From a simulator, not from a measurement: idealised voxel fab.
The following process module bears the name voxel wiring stack.
Cross-section cut: width 255 nm, square cells of 5 nm.
Bands, listed from the top down, are how a cross-section gets written in this document; the cross-section itself is a grid of square cells, and a band is one or more rows of them. Per band: top height and bottom height in nm, followed by the left-to-right materials and their widths in nm; "throughout" marks a single material spanning edge to edge, "empty" marks empty space. Note: height 0 marks the level under which the wafer is uniformly one material as received. Lowest band unbounded below, written "top 0, no bottom". The notation "30 to 40" denotes a width that varies across the rows of cells in the band, beginning at the first number in the top row, finishing at the second number in the bottom row, and changing by an identical amount from each row to the next. "everything unchanged" means the step left every cell of the cross-section as it was. Enclosed voids (no open way to top), threshold 8 cells or more, entry "Sealed voids", notation width x height at distance, distance from left edge, nm. That trailing text on a step's line, after the settings, is the simulator's own remark on the step. A step line may carry the setting "overlay nm", which, for steps involving a mask, states the distance by which the mask lay to the right of its intended position; negative values denote displacement to the left.

## Intended process steps
1: RECEIVE (material Si)
2: CONFORMAL_DEP (material SiO2; thk nm 15)
3: DIRECTIONAL_DEP (material TiN; thk nm 5)
4: DIRECTIONAL_DEP (material Ru; thk nm 20)
5: MASKED_ETCH (tone cover; mask id METAL_1; width nm 30; pitch nm 60; etch materials Ru; depth nm 20; overlay nm 0)
6: MASKED_ETCH (tone cover; mask id METAL_1; width nm 30; pitch nm 60; etch materials TiN; depth nm 5; overlay nm 0)
7: CONFORMAL_DEP (material SiN; thk nm 5)
8: FILL_DEP (material SiO2; thk nm 10)
9: CMP (height nm 40)
10: CONFORMAL_DEP (material SiCN; thk nm 5)
11: DIRECTIONAL_DEP (material lowk; thk nm 30)
12: PATTERN (tone open; mask id METAL_2; material resist; width nm 30; pitch nm 60; thk nm 15; overlay nm 0)
13: DIRECTIONAL_ETCH (etch materials lowk; depth nm 20)
14: STRIP (etch materials resist)
15: MASKED_ETCH (tone open; mask id METAL_2_HOLES; width nm 15; pitch nm 120; etch materials lowk; depth nm 10; overlay nm 0)
16: MASKED_ETCH (tone open; mask id METAL_2_HOLES; width nm 15; pitch nm 120; etch materials SiCN; depth nm 5; overlay nm 0)
17: CONFORMAL_DEP (material TiN; thk nm 5)
18: FILL_DEP (material Cu; thk nm 5)
19: CMP (height nm 75)
20: CONFORMAL_DEP (material SiCN; thk nm 5)
21: DIRECTIONAL_DEP (material SiO2; thk nm 30)
22: MASKED_ETCH (tone open; mask id METAL_3; width nm 30; pitch nm 60; etch materials SiO2; depth nm 15; overlay nm 0)
23: MASKED_ETCH (tone open; mask id METAL_3_HOLES; width nm 15; pitch nm 120; etch materials SiO2; depth nm 15; overlay nm 0)
24: MASKED_ETCH (tone open; mask id METAL_3_HOLES; width nm 15; pitch nm 120; etch materials SiCN; depth nm 5; overlay nm 0)
25: CONFORMAL_DEP (material TiN; thk nm 5)
26: FILL_DEP (material Cu; thk nm 10)
27: CMP (height nm 110)
28: CONFORMAL_DEP (material SiCN; thk nm 5)
29: DIRECTIONAL_DEP (material SiO2; thk nm 30)
30: PATTERN (tone open; mask id METAL_4; material resist; width nm 30; pitch nm 60; thk nm 15; overlay nm 0)
31: DIRECTIONAL_ETCH (etch materials SiO2; depth nm 15)
32: STRIP (etch materials resist)
33: MASKED_ETCH (tone open; mask id METAL_4_HOLES; width nm 15; pitch nm 60; etch materials SiO2; depth nm 15; overlay nm 0)
34: MASKED_ETCH (tone open; mask id METAL_4_HOLES; width nm 15; pitch nm 60; etch materials SiCN; depth nm 5; overlay nm 0)
35: CONFORMAL_DEP (material TiN; thk nm 5)
36: FILL_DEP (material Cu; thk nm 10)
37: CMP (height nm 145)
38: CONFORMAL_DEP (material SiN; thk nm 5)

## Here's what the wafer looked like in cross-section when it arrived - that's after step 1
> top 0, no bottom = Si throughout
> Sealed voids: none

## Here's the cross-section of the first of our two wafers at the end of the module - it ran as planned
> top 150, bottom 145 = SiN throughout
> top 145, bottom 135 = 20 of SiO2 / 5 of TiN / 20 of Cu / 5 of TiN / 30 of SiO2 / 5 of TiN / 20 of Cu / 5 of TiN / 30 of SiO2 / 5 of TiN / 20 of Cu / 5 of TiN / 30 of SiO2 / 5 of TiN / 20 of Cu / 5 of TiN / 25 of SiO2
> top 135, bottom 130 = 20 of SiO2 / 5 of TiN / 5 of Cu / 20 of TiN / 30 of SiO2 / 5 of TiN / 5 of Cu / 20 of TiN / 30 of SiO2 / 5 of TiN / 5 of Cu / 20 of TiN / 30 of SiO2 / 5 of TiN / 5 of Cu / 20 of TiN / 25 of SiO2
> top 130, bottom 115 = 20 of SiO2 / 5 of TiN / 5 of Cu / 5 of TiN / 45 of SiO2 / 5 of TiN / 5 of Cu / 5 of TiN / 45 of SiO2 / 5 of TiN / 5 of Cu / 5 of TiN / 45 of SiO2 / 5 of TiN / 5 of Cu / 5 of TiN / 40 of SiO2
> top 115, bottom 110 = 20 of SiCN / 15 of TiN / 45 of SiCN / 15 of TiN / 45 of SiCN / 15 of TiN / 45 of SiCN / 15 of TiN / 40 of SiCN
> top 110, bottom 100 = 20 of SiO2 / 5 of TiN / 20 of Cu / 5 of TiN / 30 of SiO2 / 5 of TiN / 20 of Cu / 5 of TiN / 30 of SiO2 / 5 of TiN / 20 of Cu / 5 of TiN / 30 of SiO2 / 5 of TiN / 20 of Cu / 5 of TiN / 25 of SiO2
> top 100, bottom 95 = 20 of SiO2 / 5 of TiN / 5 of Cu / 20 of TiN / 30 of SiO2 / 30 of TiN / 30 of SiO2 / 5 of TiN / 5 of Cu / 20 of TiN / 30 of SiO2 / 30 of TiN / 25 of SiO2
> top 95, bottom 80 = 20 of SiO2 / 5 of TiN / 5 of Cu / 5 of TiN / 105 of SiO2 / 5 of TiN / 5 of Cu / 5 of TiN / 100 of SiO2
> top 80, bottom 75 = 20 of SiCN / 15 of TiN / 105 of SiCN / 15 of TiN / 100 of SiCN
> top 75, bottom 60 = 20 of lowk / 5 of TiN / 20 of Cu / 5 of TiN / 30 of lowk / 5 of TiN / 20 of Cu / 5 of TiN / 30 of lowk / 5 of TiN / 20 of Cu / 5 of TiN / 30 of lowk / 5 of TiN / 20 of Cu / 5 of TiN / 25 of lowk
> top 60, bottom 55 = 20 of lowk / 5 of TiN / 5 of Cu / 20 of TiN / 30 of lowk / 30 of TiN / 30 of lowk / 5 of TiN / 5 of Cu / 20 of TiN / 30 of lowk / 30 of TiN / 25 of lowk
> top 55, bottom 45 = 20 of lowk / 5 of TiN / 5 of Cu / 5 of TiN / 105 of lowk / 5 of TiN / 5 of Cu / 5 of TiN / 100 of lowk
> top 45, bottom 40 = 20 of SiCN / 15 of TiN / 105 of SiCN / 15 of TiN / 100 of SiCN
> top 40, bottom 20 = 15 of SiO2 / 5 of SiN / 30 of Ru / 5 of SiN / 20 of SiO2 / 5 of SiN / 30 of Ru / 5 of SiN / 20 of SiO2 / 5 of SiN / 30 of Ru / 5 of SiN / 20 of SiO2 / 5 of SiN / 30 of Ru / 5 of SiN / 20 of SiO2
> top 20, bottom 15 = 20 of SiN / 30 of TiN / 30 of SiN / 30 of TiN / 30 of SiN / 30 of TiN / 30 of SiN / 30 of TiN / 25 of SiN
> top 15, bottom 0 = SiO2 throughout
> top 0, no bottom = Si throughout
> Sealed voids: none

## Cross-sectional image of the second wafer of the two following completion of the module. Starting state and process plan were the same as for the first wafer; one execution error occurred
> top 150, bottom 145 = SiN throughout
> top 145, bottom 135 = 20 of SiO2 / 5 of TiN / 20 of Cu / 5 of TiN / 30 of SiO2 / 5 of TiN / 20 of Cu / 5 of TiN / 30 of SiO2 / 5 of TiN / 20 of Cu / 5 of TiN / 30 of SiO2 / 5 of TiN / 20 of Cu / 5 of TiN / 25 of SiO2
> top 135, bottom 130 = 20 of SiO2 / 5 of TiN / 5 of Cu / 20 of TiN / 30 of SiO2 / 5 of TiN / 5 of Cu / 20 of TiN / 30 of SiO2 / 5 of TiN / 5 of Cu / 20 of TiN / 30 of SiO2 / 5 of TiN / 5 of Cu / 20 of TiN / 25 of SiO2
> top 130, bottom 115 = 20 of SiO2 / 5 of TiN / 5 of Cu / 5 of TiN / 45 of SiO2 / 5 of TiN / 5 of Cu / 5 of TiN / 45 of SiO2 / 5 of TiN / 5 of Cu / 5 of TiN / 45 of SiO2 / 5 of TiN / 5 of Cu / 5 of TiN / 40 of SiO2
> top 115, bottom 110 = 20 of SiCN / 15 of TiN / 45 of SiCN / 15 of TiN / 45 of SiCN / 15 of TiN / 45 of SiCN / 15 of TiN / 40 of SiCN
> top 110, bottom 80 = SiO2 throughout
> top 80, bottom 75 = SiCN throughout
> top 75, bottom 60 = 20 of lowk / 5 of TiN / 20 of Cu / 5 of TiN / 30 of lowk / 5 of TiN / 20 of Cu / 5 of TiN / 30 of lowk / 5 of TiN / 20 of Cu / 5 of TiN / 30 of lowk / 5 of TiN / 20 of Cu / 5 of TiN / 25 of lowk
> top 60, bottom 55 = 20 of lowk / 5 of TiN / 5 of Cu / 20 of TiN / 30 of lowk / 30 of TiN / 30 of lowk / 5 of TiN / 5 of Cu / 20 of TiN / 30 of lowk / 30 of TiN / 25 of lowk
> top 55, bottom 45 = 20 of lowk / 5 of TiN / 5 of Cu / 5 of TiN / 105 of lowk / 5 of TiN / 5 of Cu / 5 of TiN / 100 of lowk
> top 45, bottom 40 = 20 of SiCN / 15 of TiN / 105 of SiCN / 15 of TiN / 100 of SiCN
> top 40, bottom 20 = 15 of SiO2 / 5 of SiN / 30 of Ru / 5 of SiN / 20 of SiO2 / 5 of SiN / 30 of Ru / 5 of SiN / 20 of SiO2 / 5 of SiN / 30 of Ru / 5 of SiN / 20 of SiO2 / 5 of SiN / 30 of Ru / 5 of SiN / 20 of SiO2
> top 20, bottom 15 = 20 of SiN / 30 of TiN / 30 of SiN / 30 of TiN / 30 of SiN / 30 of TiN / 30 of SiN / 30 of TiN / 25 of SiN
> top 15, bottom 0 = SiO2 throughout
> top 0, no bottom = Si throughout
> Sealed voids: none
Which mistake was made when the wafer was run? yeah, plan step 21 got run twice
Once processing is complete, comparing cell counts shows that the second wafer has more or fewer of certain materials than the first: Cu: 40 fewer; SiCN: 6 more; SiO2: 90 more; TiN: 56 fewer
